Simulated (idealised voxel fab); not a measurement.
process module | voxel self aligned vias
cross-section cut | 290 nm wide | cells 5 nm
A cross-section is a grid of square cells, given in bands from the top down. A band is one or more rows of cells.
Each band's line starts with the height of the band's top and of its bottom, in nm. Then come its materials from left to right, each with its width in nm. One material with "throughout" fills the band from edge to edge. "air" is empty space.
Height 0 is the level under which the wafer as received is all one material. The lowest band goes on downwards, as in "0 down".
A width such as "30 to 40" changes by the same amount from each row of cells to the next, from the band's top row to its bottom row.
"no change" after a step means that no cell of the cross-section changed.
closed voids: empty space of 8 cells or more with no open way to the top, each as width x height at its distance from the left edge, in nm
after a step's settings: what the simulator itself notes on the step
overlay nm, on a step with a mask: how far to the right of its planned place the mask lay; to the left if negative
plan
1 op RECEIVE | material Si
2 op CONFORMAL_DEP | material SiO2 | thk nm 10
3 op CONFORMAL_DEP | material SiCN | thk nm 5
4 op DIRECTIONAL_DEP | material SiO2 | thk nm 20
5 op MASKED_ETCH | tone open | mask id LINES | width nm 25 | pitch nm 50 | etch materials SiO2 | depth nm 20 | overlay nm 0
6 op CONFORMAL_DEP | material TiN | thk nm 5
7 op FILL_DEP | material Ru | thk nm 5
8 op CMP | height nm 35
9 op SELECTIVE_ETCH | etch materials W Ru TiN | depth nm 5
10 op FILL_DEP | material SiN | thk nm 10
11 op CMP | height nm 35
12 op DIRECTIONAL_DEP | material SiO2 | thk nm 15
13 op DIRECTIONAL_DEP | material aC | thk nm 10
14 op PATTERN | tone open | mask id VIAS | material resist | width nm 35 | pitch nm 50 | thk nm 30 | overlay nm 0
15 op DIRECTIONAL_ETCH | etch materials aC | depth nm 10
16 op STRIP | etch materials resist
17 op DIRECTIONAL_ETCH | etch materials SiO2 | depth nm 15
18 op DIRECTIONAL_ETCH | etch materials SiN | depth nm 5
19 op STRIP | etch materials aC
20 op CONFORMAL_DEP | material TiN | thk nm 5
21 op FILL_DEP | material Cu | thk nm 5
22 op CMP | height nm 50
23 op CONFORMAL_DEP | material SiN | thk nm 5
varied across the wafers: thk nm of step 23. The plan shows the first wafer's value. All wafers start alike
first wafer as received, after step 1
  0 down: Si throughout
  closed voids: none
each wafer at the end: cells of each material gained (+) or lost (-) since it was received, then its closed voids
thk nm 5 | +26 Cu | +12 Ru | +58 SiCN | +58 SiN | +440 SiO2 | +44 TiN | closed voids: none
thk nm 10 | +26 Cu | +12 Ru | +58 SiCN | +116 SiN | +440 SiO2 | +44 TiN | closed voids: none
thk nm 15 | +26 Cu | +12 Ru | +58 SiCN | +174 SiN | +440 SiO2 | +44 TiN | closed voids: none
thk nm 20 | +26 Cu | +12 Ru | +58 SiCN | +232 SiN | +440 SiO2 | +44 TiN | closed voids: none
